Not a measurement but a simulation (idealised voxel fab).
The following is a process module called voxel gate over fins.
Section shown: cut. Width: 245 nm. Cell size: 5 nm, square.
For the purposes of this document, a cross-section shall be understood as a grid of square cells, specified as bands listed in top-to-bottom order, each band consisting of one or more rows of cells. Top, bottom (nm), then materials left to right with widths (nm); lone material tagged "all across" fills the whole band edge to edge; "blank" = empty space. Convention: height 0 is the level below which the wafer, as received, is all one material. The lowest band does not terminate at the bottom but continues downward, represented as "0 down". The width entry "30..40" should be interpreted row by row: the top row of cells in the band takes the first number, the bottom row takes the second number, and the change between adjacent rows is uniform throughout. "no change" after a step means that no cell of the cross-section changed. Any empty space of 8 cells or more lacking an open way to the top shows up in "Entrapped voids" as width x height at distance, distance from the left edge, in nm. Note: text after step settings on the step line = simulator remark on that step. "overlay nm", when on a step's line for a step with a mask, measures how far to the right of its planned place the mask lay; a negative measure means to the left.

These are the steps we planned for the process
step 1: RECEIVE,material Si
step 2: CONFORMAL_DEP,material SiN,thk nm 5
step 3: PATTERN,tone cover,mask id FINS,material resist,width nm 15,pitch nm 45,thk nm 20,overlay nm 0
step 4: DIRECTIONAL_ETCH,etch materials SiN,depth nm 5
step 5: DIRECTIONAL_ETCH,etch materials Si,depth nm 40
step 6: STRIP,etch materials resist
step 7: FILL_DEP,material SiO2,thk nm 10
step 8: CMP,height nm 5
step 9: SELECTIVE_ETCH,etch materials SiO2,depth nm 20
step 10: STRIP,etch materials SiN
step 11: CONFORMAL_DEP,material HfO2,thk nm 5
step 12: CONFORMAL_DEP,material TiN,thk nm 5
step 13: CONFORMAL_DEP,material TiAl,thk nm 5
step 14: CONFORMAL_DEP,material TiN,thk nm 5
step 15: FILL_DEP,material W,thk nm 10
step 16: CMP,height nm 25
step 17: CONFORMAL_DEP,material SiN,thk nm 10

Received-state cross-section, reflecting completion of step 1
	0 down: Si all across
	Entrapped voids: none

The plan above was carried out on the starting structure above with one mistake, and this cross-section shows the wafer at the end of the module
	35 to 25: SiN all across
	25 to 20: W all across
	20 to 15: TiN all across
	15 to 10: TiAl all across
	10 to 5: TiN all across
	5 to 0: HfO2 50 nm, TiN 5 nm, HfO2 40 nm, TiN 5 nm, HfO2 40 nm, TiN 5 nm, HfO2 40 nm, TiN 5 nm, HfO2 55 nm
	0 to -10: Si 45 nm, HfO2 5 nm, TiN 5 nm, HfO2 5 nm, Si 30 nm, HfO2 5 nm, TiN 5 nm, HfO2 5 nm, Si 30 nm, HfO2 5 nm, TiN 5 nm, HfO2 5 nm, Si 30 nm, HfO2 5 nm, TiN 5 nm, HfO2 5 nm, Si 50 nm
	-10 to -15: Si 45 nm, HfO2 15 nm, Si 30 nm, HfO2 15 nm, Si 30 nm, HfO2 15 nm, Si 30 nm, HfO2 15 nm, Si 50 nm
	-15 to -40: Si 45 nm, SiO2 15 nm, Si 30 nm, SiO2 15 nm, Si 30 nm, SiO2 15 nm, Si 30 nm, SiO2 15 nm, Si 50 nm
	-40 down: Si all across
	Entrapped voids: none
What broke from the plan during processing? in deviation from the planned setting, step 3 was conducted as PATTERN,tone open,mask id FINS,material resist,width nm 15,pitch nm 45,thk nm 20,overlay nm 0
